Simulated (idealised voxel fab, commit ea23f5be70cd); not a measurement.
Presented below is a process module, voxel ribs on slabs.
Cross-section cut: width 150 nm, square cells of 5 nm.
A cross-section is written here as square cells arranged in a grid, and it is given in bands from the top down, each band taking up one or more rows of cells.
Each band's line starts with the height of the band's top and of its bottom, in nm. Then come its materials from left to right, each with its width in nm. One material with "edge to edge" fills the band from edge to edge. "empty" is empty space.
Ref level 0: as-received wafer is one material below here. Bottom band extends down with no lower bound ("top 0, no bottom").
Width: "30..40" (first number = top row, second number = bottom row, same change from row to row of cells).
"left unchanged" (step): cross-section cells unchanged, all of them.
"closed voids": sealed empty spaces, 8 cells or more, no open way to top, listed width x height at distance, with distance from the left edge and width, height and distance in nm.
Note: text after step settings on the step line = simulator remark on that step.
A step line may carry the setting "overlay nm", which, for steps involving a mask, states the distance by which the mask lay to the right of its intended position; negative values denote displacement to the left.
Listed below are the process steps as planned
1: RECEIVE (material Si)
2: DIRECTIONAL_DEP (material SiO2; thk nm 25)
3: DIRECTIONAL_DEP (material SiN; thk nm 15)
4: PATTERN (tone cover; mask id RIB; material resist; width nm 15; thk nm 15; overlay nm 0)
5: DIRECTIONAL_ETCH (etch materials SiN; depth nm 10)
6: STRIP (etch materials resist)
7: MASKED_ETCH (tone cover; mask id SLAB; width nm 55; etch materials SiN; depth nm 5; overlay nm 0)
8: FILL_DEP (material SiO2; thk nm 15)
9: CMP (height nm 50)
10: DIRECTIONAL_DEP (material TiN; thk nm 5)
11: PATTERN (tone cover; mask id HEATER; material resist; width nm 25; thk nm 20; overlay nm 0)
12: DIRECTIONAL_ETCH (etch materials TiN; depth nm 5)
13: STRIP (etch materials resist)
14: CONFORMAL_DEP (material SiN; thk nm 5)
Account of the first of two wafers, which was processed as intended
So this is the incoming wafer in cross-section - it's already been through step 1
top 0, no bottom | Si edge to edge
closed voids: none
How the wafer stands in section after step 2
top 25, bottom 0 | SiO2 edge to edge
Heights below 0 show no change.
How the wafer stands in section after step 3
top 40, bottom 25 | SiN edge to edge
Heights below 25 show no change.
How the wafer stands in section after step 4
top 55, bottom 40 | 65 nm empty / 15 nm resist / 70 nm empty
Heights below 40 show no change.
How the wafer stands in section after step 5
top 55, bottom 40 | 65 nm empty / 15 nm resist / 70 nm empty
top 40, bottom 30 | 65 nm empty / 15 nm SiN / 70 nm empty
Heights below 30 show no change.
How the wafer stands in section after step 6
top 40, bottom 30 | 65 nm empty / 15 nm SiN / 70 nm empty
Heights below 30 show no change.
How the wafer stands in section after step 7
top 40, bottom 30 | 65 nm empty / 15 nm SiN / 70 nm empty
top 30, bottom 25 | 45 nm empty / 55 nm SiN / 50 nm empty
Heights below 25 show no change.
How the wafer stands in section after step 8
top 55, bottom 40 | SiO2 edge to edge
top 40, bottom 30 | 65 nm SiO2 / 15 nm SiN / 70 nm SiO2
top 30, bottom 25 | 45 nm SiO2 / 55 nm SiN / 50 nm SiO2
Heights below 25 show no change.
How the wafer stands in section after step 9
top 50, bottom 40 | SiO2 edge to edge
Heights below 40 show no change.
How the wafer stands in section after step 10
top 55, bottom 50 | TiN edge to edge
Heights below 50 show no change.
How the wafer stands in section after step 11
top 75, bottom 55 | 60 nm empty / 25 nm resist / 65 nm empty
Heights below 55 show no change.
How the wafer stands in section after step 12
top 75, bottom 55 | 60 nm empty / 25 nm resist / 65 nm empty
top 55, bottom 50 | 60 nm empty / 25 nm TiN / 65 nm empty
Heights below 50 show no change.
How the wafer stands in section after step 13
top 55, bottom 50 | 60 nm empty / 25 nm TiN / 65 nm empty
Heights below 50 show no change.
How the wafer stands in section after step 14
top 60, bottom 55 | 55 nm empty / 35 nm SiN / 60 nm empty
top 55, bottom 50 | 60 nm SiN / 25 nm TiN / 65 nm SiN
Heights below 50 show no change.
Regarding the second of the two wafers: it shared the first wafer's starting condition and process plan, yet one error occurred during its execution. Its history coincides with that of the first wafer up to and including step 13
Second wafer, section view, time point: scheduled end of step 14
top 60, bottom 55 | 55 nm empty / 35 nm SiO2 / 60 nm empty
top 55, bottom 50 | 60 nm SiO2 / 25 nm TiN / 65 nm SiO2
Heights below 50 show no change.
Deviation from plan: not per plan at step 14, really ran CONFORMAL_DEP (material SiO2; thk nm 5)
The closing comparison, in cells, has the second wafer with more or fewer of some materials than the first: 32 fewer of SiN; 32 more of SiO2
